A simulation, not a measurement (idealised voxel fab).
process module | voxel tone inversion
cross-section cut | 275 nm wide | cells 5 nm
A cross-section is a grid of square cells, given in bands from the top down. A band is one or more rows of cells.
Each band's line starts with the height of the band's top and of its bottom, in nm. Then come its materials from left to right, each with its width in nm. One material with "throughout" fills the band from edge to edge. "air" is empty space.
Height 0 is the level under which the wafer as received is all one material. The lowest band goes on downwards, as in "0 down".
A width such as "30 to 40" changes by the same amount from each row of cells to the next, from the band's top row to its bottom row.
"no change" after a step means that no cell of the cross-section changed.
closed voids: empty space of 8 cells or more with no open way to the top, each as width x height at its distance from the left edge, in nm
after a step's settings: what the simulator itself notes on the step
overlay nm, on a step with a mask: how far to the right of its planned place the mask lay; to the left if negative
plan
1 op RECEIVE | material Si
2 op CONFORMAL_DEP | material SiN | thk nm 10
3 op DIRECTIONAL_DEP | material polySi | thk nm 20
4 op PATTERN | tone cover | mask id POSTS | material resist | width nm 25 | pitch nm 40 | thk nm 30 | overlay nm 0
5 op DIRECTIONAL_ETCH | etch materials polySi | depth nm 20
6 op STRIP | etch materials resist
7 op FILL_DEP | material lowk | thk nm 5
8 op CMP | height nm 30
9 op STRIP | etch materials polySi
10 op CONFORMAL_DEP | material TiN | thk nm 5
11 op FILL_DEP | material Ru | thk nm 10
12 op CMP | height nm 30
13 op CONFORMAL_DEP | material SiN | thk nm 5
first wafer, as planned
as received, after step 1
  0 down: Si throughout
  closed voids: none
after step 2
  10 to 0: SiN throughout
  below 0: unchanged
after step 3
  30 to 10: polySi throughout
  below 10: unchanged
after step 4
  60 to 30: air 65 | resist 25 | air 15 | resist 25 | air 15 | resist 25 | air 15 | resist 25 | air 65
  below 30: unchanged
after step 5
  60 to 30: air 65 | resist 25 | air 15 | resist 25 | air 15 | resist 25 | air 15 | resist 25 | air 65
  30 to 10: air 65 | polySi 25 | air 15 | polySi 25 | air 15 | polySi 25 | air 15 | polySi 25 | air 65
  below 10: unchanged
after step 6
  30 to 10: air 65 | polySi 25 | air 15 | polySi 25 | air 15 | polySi 25 | air 15 | polySi 25 | air 65
  below 10: unchanged
after step 7
  35 to 30: lowk throughout
  30 to 10: lowk 65 | polySi 25 | lowk 15 | polySi 25 | lowk 15 | polySi 25 | lowk 15 | polySi 25 | lowk 65
  below 10: unchanged
after step 8
  30 to 10: lowk 65 | polySi 25 | lowk 15 | polySi 25 | lowk 15 | polySi 25 | lowk 15 | polySi 25 | lowk 65
  below 10: unchanged
after step 9
  30 to 10: lowk 65 | air 25 | lowk 15 | air 25 | lowk 15 | air 25 | lowk 15 | air 25 | lowk 65
  below 10: unchanged
after step 10
  35 to 30: TiN 70 | air 15 | TiN 25 | air 15 | TiN 25 | air 15 | TiN 25 | air 15 | TiN 70
  30 to 15: lowk 65 | TiN 5 | air 15 | TiN 5 | lowk 15 | TiN 5 | air 15 | TiN 5 | lowk 15 | TiN 5 | air 15 | TiN 5 | lowk 15 | TiN 5 | air 15 | TiN 5 | lowk 65
  15 to 10: lowk 65 | TiN 25 | lowk 15 | TiN 25 | lowk 15 | TiN 25 | lowk 15 | TiN 25 | lowk 65
  below 10: unchanged
after step 11
  45 to 35: Ru throughout
  35 to 30: TiN 70 | Ru 15 | TiN 25 | Ru 15 | TiN 25 | Ru 15 | TiN 25 | Ru 15 | TiN 70
  30 to 15: lowk 65 | TiN 5 | Ru 15 | TiN 5 | lowk 15 | TiN 5 | Ru 15 | TiN 5 | lowk 15 | TiN 5 | Ru 15 | TiN 5 | lowk 15 | TiN 5 | Ru 15 | TiN 5 | lowk 65
  below 15: unchanged
after step 12
  30 to 15: lowk 65 | TiN 5 | Ru 15 | TiN 5 | lowk 15 | TiN 5 | Ru 15 | TiN 5 | lowk 15 | TiN 5 | Ru 15 | TiN 5 | lowk 15 | TiN 5 | Ru 15 | TiN 5 | lowk 65
  below 15: unchanged
after step 13
  35 to 30: SiN throughout
  below 30: unchanged
second wafer: like start, like plan, one mistake. Through step 3 it matches the first wafer
when step 4 should have ended
  60 to 30: resist 65 | air 25 | resist 15 | air 25 | resist 15 | air 25 | resist 15 | air 25 | resist 65
  below 30: unchanged
when step 5 should have ended
  60 to 30: resist 65 | air 25 | resist 15 | air 25 | resist 15 | air 25 | resist 15 | air 25 | resist 65
  30 to 10: polySi 65 | air 25 | polySi 15 | air 25 | polySi 15 | air 25 | polySi 15 | air 25 | polySi 65
  below 10: unchanged
when step 6 should have ended
  30 to 10: polySi 65 | air 25 | polySi 15 | air 25 | polySi 15 | air 25 | polySi 15 | air 25 | polySi 65
  below 10: unchanged
when step 7 should have ended
  35 to 30: lowk throughout
  30 to 10: polySi 65 | lowk 25 | polySi 15 | lowk 25 | polySi 15 | lowk 25 | polySi 15 | lowk 25 | polySi 65
  below 10: unchanged
when step 8 should have ended
  30 to 10: polySi 65 | lowk 25 | polySi 15 | lowk 25 | polySi 15 | lowk 25 | polySi 15 | lowk 25 | polySi 65
  below 10: unchanged
when step 9 should have ended
  30 to 10: air 65 | lowk 25 | air 15 | lowk 25 | air 15 | lowk 25 | air 15 | lowk 25 | air 65
  below 10: unchanged
when step 10 should have ended
  35 to 30: air 60 | TiN 35 | air 5 | TiN 35 | air 5 | TiN 35 | air 5 | TiN 35 | air 60
  30 to 15: air 60 | TiN 5 | lowk 25 | TiN 5 | air 5 | TiN 5 | lowk 25 | TiN 5 | air 5 | TiN 5 | lowk 25 | TiN 5 | air 5 | TiN 5 | lowk 25 | TiN 5 | air 60
  15 to 10: TiN 65 | lowk 25 | TiN 15 | lowk 25 | TiN 15 | lowk 25 | TiN 15 | lowk 25 | TiN 65
  below 10: unchanged
when step 11 should have ended
  45 to 35: Ru throughout
  35 to 30: Ru 60 | TiN 35 | Ru 5 | TiN 35 | Ru 5 | TiN 35 | Ru 5 | TiN 35 | Ru 60
  30 to 15: Ru 60 | TiN 5 | lowk 25 | TiN 5 | Ru 5 | TiN 5 | lowk 25 | TiN 5 | Ru 5 | TiN 5 | lowk 25 | TiN 5 | Ru 5 | TiN 5 | lowk 25 | TiN 5 | Ru 60
  below 15: unchanged
when step 12 should have ended
  30 to 15: Ru 60 | TiN 5 | lowk 25 | TiN 5 | Ru 5 | TiN 5 | lowk 25 | TiN 5 | Ru 5 | TiN 5 | lowk 25 | TiN 5 | Ru 5 | TiN 5 | lowk 25 | TiN 5 | Ru 60
  below 15: unchanged
when step 13 should have ended
  35 to 30: SiN throughout
  below 30: unchanged
what went wrong: step 4 ran as: op PATTERN | tone open | mask id POSTS | material resist | width nm 25 | pitch nm 40 | thk nm 30 | overlay nm 0
at the end the second wafer has, in cells: 45 more of Ru | 15 more of TiN | 60 fewer of lowk
